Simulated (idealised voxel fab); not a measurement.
The name of this process module is voxel spacer lines.
The cross-section on display is named cut; it measures 140 nm wide, and its cells are 5 nm squares.
Reading order for cross-sections: top band down to bottom band. Underlying form: a grid of square cells. Band size: one or more rows of cells. Band: top and bottom heights (nm) first, top before bottom; then materials from left to right, widths in nm. "all across" marks a sole material filling the band edge to edge. "empty" denotes empty space. Convention: height 0 is the level below which the wafer, as received, is all one material. The lowest band does not terminate at the bottom but continues downward, represented as "z 0 and below". The expression "30..40" gives the width at the extremes of the band, the first number at its top row of cells and the second at its bottom row, with the width changing by equal amounts from each row to the next in between. Basically "same as before" means that step didn't change any cell in the cross-section. Reported under the label "Completely sealed voids" are the empty spaces having no open way to the top and comprising 8 cells or more; the notation for each is width x height at distance, in which the distance is measured from the left edge and all three values are in nm. Read whatever lies past the settings on a step's line as the simulator's own remark about the step. overlay nm: step with mask; distance mask lay right of planned place; negative value = left of planned place.
Steps planned for the process:
| 1 | RECEIVE (material Si) |
| 2 | CONFORMAL_DEP (material SiO2; thk nm 5) |
| 3 | DIRECTIONAL_DEP (material TiN; thk nm 20) |
| 4 | DIRECTIONAL_DEP (material aC; thk nm 20) |
| 5 | PATTERN (tone cover; mask id MANDREL; material resist; width nm 20; pitch nm 60; thk nm 30; overlay nm 0) |
| 6 | DIRECTIONAL_ETCH (etch materials aC; depth nm 20) |
| 7 | STRIP (etch materials resist) |
| 8 | CONFORMAL_DEP (material SiN; thk nm 10) |
| 9 | DIRECTIONAL_ETCH (etch materials SiN; depth nm 10) |
| 10 | STRIP (etch materials aC) |
| 11 | DIRECTIONAL_ETCH (etch materials TiN; depth nm 20) |
| 12 | STRIP (etch materials SiN) |
| 13 | FILL_DEP (material SiO2; thk nm 5) |
| 14 | CMP (height nm 25) |
First of two wafers: run as planned:
Cross-section, incoming material, after step 1:
  z 0 and below: Si all across
  Completely sealed voids: none
Take a look at the wafer's cross-section after step 2:
  z 5 to 0: SiO2 all across
  Whatever lies below 0 is exactly as it was before.
Take a look at the wafer's cross-section after step 3:
  z 25 to 5: TiN all across
  Whatever lies below 5 is exactly as it was before.
Take a look at the wafer's cross-section after step 4:
  z 45 to 25: aC all across
  Whatever lies below 25 is exactly as it was before.
Take a look at the wafer's cross-section after step 5:
  z 75 to 45: 30 empty, then 20 resist, then 40 empty, then 20 resist, then 30 empty
  Whatever lies below 45 is exactly as it was before.
Take a look at the wafer's cross-section after step 6:
  z 55 to 45: 30 empty, then 20 resist, then 40 empty, then 20 resist, then 30 empty
  z 45 to 25: 30 empty, then 20 aC, then 40 empty, then 20 aC, then 30 empty
  Whatever lies below 25 is exactly as it was before.
Take a look at the wafer's cross-section after step 7:
  z 45 to 25: 30 empty, then 20 aC, then 40 empty, then 20 aC, then 30 empty
  Whatever lies below 25 is exactly as it was before.
Take a look at the wafer's cross-section after step 8:
  z 55 to 45: 20 empty, then 40 SiN, then 20 empty, then 40 SiN, then 20 empty
  z 45 to 35: 20 empty, then 10 SiN, then 20 aC, then 10 SiN, then 20 empty, then 10 SiN, then 20 aC, then 10 SiN, then 20 empty
  z 35 to 25: 30 SiN, then 20 aC, then 40 SiN, then 20 aC, then 30 SiN
  Whatever lies below 25 is exactly as it was before.
Take a look at the wafer's cross-section after step 9:
  z 45 to 25: 20 empty, then 10 SiN, then 20 aC, then 10 SiN, then 20 empty, then 10 SiN, then 20 aC, then 10 SiN, then 20 empty
  Whatever lies below 25 is exactly as it was before.
Take a look at the wafer's cross-section after step 10:
  z 45 to 25: 20 empty, then 10 SiN, then 20 empty, then 10 SiN, then 20 empty, then 10 SiN, then 20 empty, then 10 SiN, then 20 empty
  Whatever lies below 25 is exactly as it was before.
Take a look at the wafer's cross-section after step 11:
  z 45 to 25: 20 empty, then 10 SiN, then 20 empty, then 10 SiN, then 20 empty, then 10 SiN, then 20 empty, then 10 SiN, then 20 empty
  z 25 to 5: 20 empty, then 10 TiN, then 20 empty, then 10 TiN, then 20 empty, then 10 TiN, then 20 empty, then 10 TiN, then 20 empty
  Whatever lies below 5 is exactly as it was before.
Take a look at the wafer's cross-section after step 12:
  z 25 to 5: 20 empty, then 10 TiN, then 20 empty, then 10 TiN, then 20 empty, then 10 TiN, then 20 empty, then 10 TiN, then 20 empty
  Whatever lies below 5 is exactly as it was before.
Take a look at the wafer's cross-section after step 13:
  z 30 to 25: SiO2 all across
  z 25 to 5: 20 SiO2, then 10 TiN, then 20 SiO2, then 10 TiN, then 20 SiO2, then 10 TiN, then 20 SiO2, then 10 TiN, then 20 SiO2
  Whatever lies below 5 is exactly as it was before.
Take a look at the wafer's cross-section after step 14:
  z 25 to 5: 20 SiO2, then 10 TiN, then 20 SiO2, then 10 TiN, then 20 SiO2, then 10 TiN, then 20 SiO2, then 10 TiN, then 20 SiO2
  Whatever lies below 5 is exactly as it was before.
It is to be noted that the second wafer proceeded from the same initial state and according to the same plan as the first, although one mistake was committed in its execution; through step 4, inclusive, the two wafers share an identical history:
Second wafer, section view, time point: scheduled end of step 5:
  z 75 to 45: 30 empty, then 25 resist, then 35 empty, then 25 resist, then 25 empty
  Whatever lies below 45 is exactly as it was before.
Second wafer, section view, time point: scheduled end of step 6:
  z 55 to 45: 30 empty, then 25 resist, then 35 empty, then 25 resist, then 25 empty
  z 45 to 25: 30 empty, then 25 aC, then 35 empty, then 25 aC, then 25 empty
  Whatever lies below 25 is exactly as it was before.
Second wafer, section view, time point: scheduled end of step 7:
  z 45 to 25: 30 empty, then 25 aC, then 35 empty, then 25 aC, then 25 empty
  Whatever lies below 25 is exactly as it was before.
Second wafer, section view, time point: scheduled end of step 8:
  z 55 to 45: 20 empty, then 45 SiN, then 15 empty, then 45 SiN, then 15 empty
  z 45 to 35: 20 empty, then 10 SiN, then 25 aC, then 10 SiN, then 15 empty, then 10 SiN, then 25 aC, then 10 SiN, then 15 empty
  z 35 to 25: 30 SiN, then 25 aC, then 35 SiN, then 25 aC, then 25 SiN
  Whatever lies below 25 is exactly as it was before.
Second wafer, section view, time point: scheduled end of step 9:
  z 45 to 25: 20 empty, then 10 SiN, then 25 aC, then 10 SiN, then 15 empty, then 10 SiN, then 25 aC, then 10 SiN, then 15 empty
  Whatever lies below 25 is exactly as it was before.
Second wafer, section view, time point: scheduled end of step 10:
  z 45 to 25: 20 empty, then 10 SiN, then 25 empty, then 10 SiN, then 15 empty, then 10 SiN, then 25 empty, then 10 SiN, then 15 empty
  Whatever lies below 25 is exactly as it was before.
Second wafer, section view, time point: scheduled end of step 11:
  z 45 to 25: 20 empty, then 10 SiN, then 25 empty, then 10 SiN, then 15 empty, then 10 SiN, then 25 empty, then 10 SiN, then 15 empty
  z 25 to 5: 20 empty, then 10 TiN, then 25 empty, then 10 TiN, then 15 empty, then 10 TiN, then 25 empty, then 10 TiN, then 15 empty
  Whatever lies below 5 is exactly as it was before.
Second wafer, section view, time point: scheduled end of step 12:
  z 25 to 5: 20 empty, then 10 TiN, then 25 empty, then 10 TiN, then 15 empty, then 10 TiN, then 25 empty, then 10 TiN, then 15 empty
  Whatever lies below 5 is exactly as it was before.
Second wafer, section view, time point: scheduled end of step 13:
  z 30 to 25: SiO2 all across
  z 25 to 5: 20 SiO2, then 10 TiN, then 25 SiO2, then 10 TiN, then 15 SiO2, then 10 TiN, then 25 SiO2, then 10 TiN, then 15 SiO2
  Whatever lies below 5 is exactly as it was before.
Second wafer, section view, time point: scheduled end of step 14:
  z 25 to 5: 20 SiO2, then 10 TiN, then 25 SiO2, then 10 TiN, then 15 SiO2, then 10 TiN, then 25 SiO2, then 10 TiN, then 15 SiO2
  Whatever lies below 5 is exactly as it was before.
Finding, execution versus plan: so step 5 ended up running with a different setting than we planned, it ran as PATTERN (tone cover; mask id MANDREL; material resist; width nm 25; pitch nm 60; thk nm 30; overlay nm 0)
By the end, you'd get the same cell count for each material on either wafer, but the second wafer puts them somewhere else.
